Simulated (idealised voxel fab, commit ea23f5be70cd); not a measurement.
process module | voxel transistor to metal
The cross-section on display is named cut; it measures 195 nm wide, and its cells are 5 nm squares.
Format of a cross-section: grid, square cells. Given as bands. Order: top down. Band: one or more rows of cells.
Band entry format. Leading values: height of top, height of bottom, nm. Remainder: materials in left-to-right order, each with its width in nm. Special words: "throughout" on a single material, which then fills the band edge to edge; "air", empty space.
Heights are measured from 0, the level below which the as-received wafer is all one material; the lowest band has no bottom and continues downward, written as in "z 0 and below".
The expression "30 to 40" gives the width at the extremes of the band, the first number at its top row of cells and the second at its bottom row, with the width changing by equal amounts from each row to the next in between.
"nothing altered" means the step left every cell of the cross-section as it was.
Heads up: "Closed void table" only lists the empty pockets with no open path to the top that are 8 cells or more, and it writes them as width x height at distance, distance from the left edge, in nm.
Heads up: the bit after the settings on a step's line is the simulator's remark on that step.
On any step carrying a mask, the "overlay nm" setting, if present on the step's line, tells how far right of its planned place the mask lay; negative values point to the left.

## The following list gives the planned process steps
1: RECEIVE | material Si
2: OXIDIZE | depth nm 5
3: CONFORMAL_DEP | material SiN | thk nm 10
4: DIRECTIONAL_DEP | material aC | thk nm 10
5: PATTERN | tone cover | mask id ACTIVE | material resist | width nm 115 | thk nm 30 | overlay nm 0
6: DIRECTIONAL_ETCH | etch materials aC | depth nm 10
7: STRIP | etch materials resist
8: DIRECTIONAL_ETCH | etch materials SiN | depth nm 10
9: DIRECTIONAL_ETCH | etch materials SiO2 | depth nm 5
10: DIRECTIONAL_ETCH | etch materials Si | depth nm 20
11: STRIP | etch materials aC
12: OXIDIZE | depth nm 5
13: FILL_DEP | material SiO2 | thk nm 5
14: CMP | height nm 10
15: SELECTIVE_ETCH | etch materials SiO2 | depth nm 10
16: STRIP | etch materials SiN
17: SELECTIVE_ETCH | etch materials SiO2 | depth nm 5
18: OXIDIZE | depth nm 5
19: DIRECTIONAL_DEP | material polySi | thk nm 30
20: DIRECTIONAL_DEP | material SiCN | thk nm 15
21: PATTERN | tone cover | mask id GATE | material resist | width nm 25 | thk nm 20 | overlay nm 0
22: DIRECTIONAL_ETCH | etch materials SiCN | depth nm 25
23: DIRECTIONAL_ETCH | etch materials polySi | depth nm 40
24: STRIP | etch materials resist
25: CONFORMAL_DEP | material SiO2 | thk nm 5
26: DIRECTIONAL_ETCH | etch materials SiO2 | depth nm 5
27: CONFORMAL_DEP | material SiN | thk nm 5
28: DIRECTIONAL_ETCH | etch materials SiN | depth nm 5
29: DIRECTIONAL_ETCH | etch materials SiO2 | depth nm 5
30: DIRECTIONAL_ETCH | etch materials Si | depth nm 10
31: EPI | material nSi | thk nm 10
32: FILL_DEP | material SiO2 | thk nm 10
33: CMP | height nm 25
34: STRIP | etch materials polySi
35: SELECTIVE_ETCH | etch materials SiO2 | depth nm 5
36: CONFORMAL_DEP | material HfO2 | thk nm 5
37: CONFORMAL_DEP | material TiN | thk nm 5
38: FILL_DEP | material W | thk nm 10
39: CMP | height nm 20
40: DIRECTIONAL_DEP | material SiO2 | thk nm 10
41: MASKED_ETCH | tone open | mask id CONTACT | width nm 20 | pitch nm 85 | etch materials SiO2 | depth nm 40 | overlay nm 0
42: CONFORMAL_DEP | material TiN | thk nm 5
43: FILL_DEP | material W | thk nm 5
44: CMP | height nm 30
45: CONFORMAL_DEP | material SiN | thk nm 5
46: DIRECTIONAL_DEP | material SiO2 | thk nm 20
47: MASKED_ETCH | tone open | mask id METAL_1 | width nm 20 | pitch nm 85 | etch materials SiO2 | depth nm 20 | overlay nm 0
48: MASKED_ETCH | tone open | mask id METAL_1 | width nm 20 | pitch nm 85 | etch materials SiN | depth nm 5 | overlay nm 0
49: CONFORMAL_DEP | material TiN | thk nm 5
50: FILL_DEP | material W | thk nm 10
51: CMP | height nm 55
52: EPI | material Ru | thk nm 5
53: FILL_DEP | material SiCN | thk nm 5
54: DIRECTIONAL_DEP | material lowk | thk nm 30
55: DIRECTIONAL_DEP | material aC | thk nm 15
56: PATTERN | tone open | mask id METAL_2_HOLES | material resist | width nm 15 | pitch nm 85 | thk nm 30 | overlay nm 0
57: DIRECTIONAL_ETCH | etch materials aC | depth nm 15
58: STRIP | etch materials resist
59: DIRECTIONAL_ETCH | etch materials lowk | depth nm 30
60: STRIP | etch materials aC
61: MASKED_ETCH | tone open | mask id METAL_2 | width nm 20 | pitch nm 85 | etch materials lowk | depth nm 20 | overlay nm 0
62: MASKED_ETCH | tone open | mask id METAL_2 | width nm 20 | pitch nm 85 | etch materials SiCN | depth nm 5 | overlay nm 0
63: CONFORMAL_DEP | material TiN | thk nm 5
64: FILL_DEP | material Cu | thk nm 10
65: CMP | height nm 95
66: CONFORMAL_DEP | material SiN | thk nm 5

## Wafer as received: cross-section following step 1
	z 0 and below: Si throughout
	Closed void table: none

## One mistake in running the module, otherwise start and plan as above: cross-section at the end
	z 100 to 95: SiN throughout
	z 95 to 80: lowk 45 nm; TiN 5 nm; Cu 10 nm; TiN 5 nm; lowk 65 nm; TiN 5 nm; Cu 10 nm; TiN 5 nm; lowk 45 nm
	z 80 to 75: lowk 45 nm; TiN 5 nm; Cu 5 nm; TiN 10 nm; lowk 65 nm; TiN 5 nm; Cu 5 nm; TiN 10 nm; lowk 45 nm
	z 75 to 65: lowk 45 nm; TiN 5 nm; Cu 5 nm; TiN 5 nm; lowk 70 nm; TiN 5 nm; Cu 5 nm; TiN 5 nm; lowk 50 nm
	z 65 to 60: SiCN 45 nm; TiN 15 nm; SiCN 70 nm; TiN 15 nm; SiCN 50 nm
	z 60 to 55: SiCN 40 nm; Ru 30 nm; SiCN 55 nm; Ru 30 nm; SiCN 40 nm
	z 55 to 35: SiO2 45 nm; TiN 5 nm; W 10 nm; TiN 5 nm; SiO2 65 nm; TiN 5 nm; W 10 nm; TiN 5 nm; SiO2 45 nm
	z 35 to 30: SiN 45 nm; TiN 20 nm; SiN 65 nm; TiN 20 nm; SiN 45 nm
	z 30 to 20: SiO2 45 nm; TiN 5 nm; W 10 nm; TiN 5 nm; SiO2 65 nm; TiN 5 nm; W 10 nm; TiN 5 nm; SiO2 45 nm
	z 20 to 0: SiO2 45 nm; TiN 5 nm; W 10 nm; TiN 5 nm; SiO2 10 nm; SiN 5 nm; HfO2 5 nm; TiN 5 nm; W 15 nm; TiN 5 nm; HfO2 5 nm; SiN 5 nm; SiO2 10 nm; TiN 5 nm; W 10 nm; TiN 5 nm; SiO2 45 nm
	z 0 to -5: SiO2 45 nm; TiN 20 nm; nSi 10 nm; SiN 5 nm; HfO2 5 nm; TiN 25 nm; HfO2 5 nm; SiN 5 nm; nSi 10 nm; TiN 20 nm; SiO2 45 nm
	z -5 to -10: SiO2 40 nm; nSi 35 nm; SiO2 5 nm; HfO2 35 nm; SiO2 5 nm; nSi 35 nm; SiO2 40 nm
	z -10 to -15: SiO2 45 nm; nSi 30 nm; Si 45 nm; nSi 30 nm; SiO2 45 nm
	z -15 to -30: SiO2 45 nm; Si 105 nm; SiO2 45 nm
	z -30 and below: Si throughout
	Closed void table: none
Deviation noted in wafer processing: step 30 was run on a setting that differed from the plan, and what really ran there is DIRECTIONAL_ETCH | etch materials Si | depth nm 5
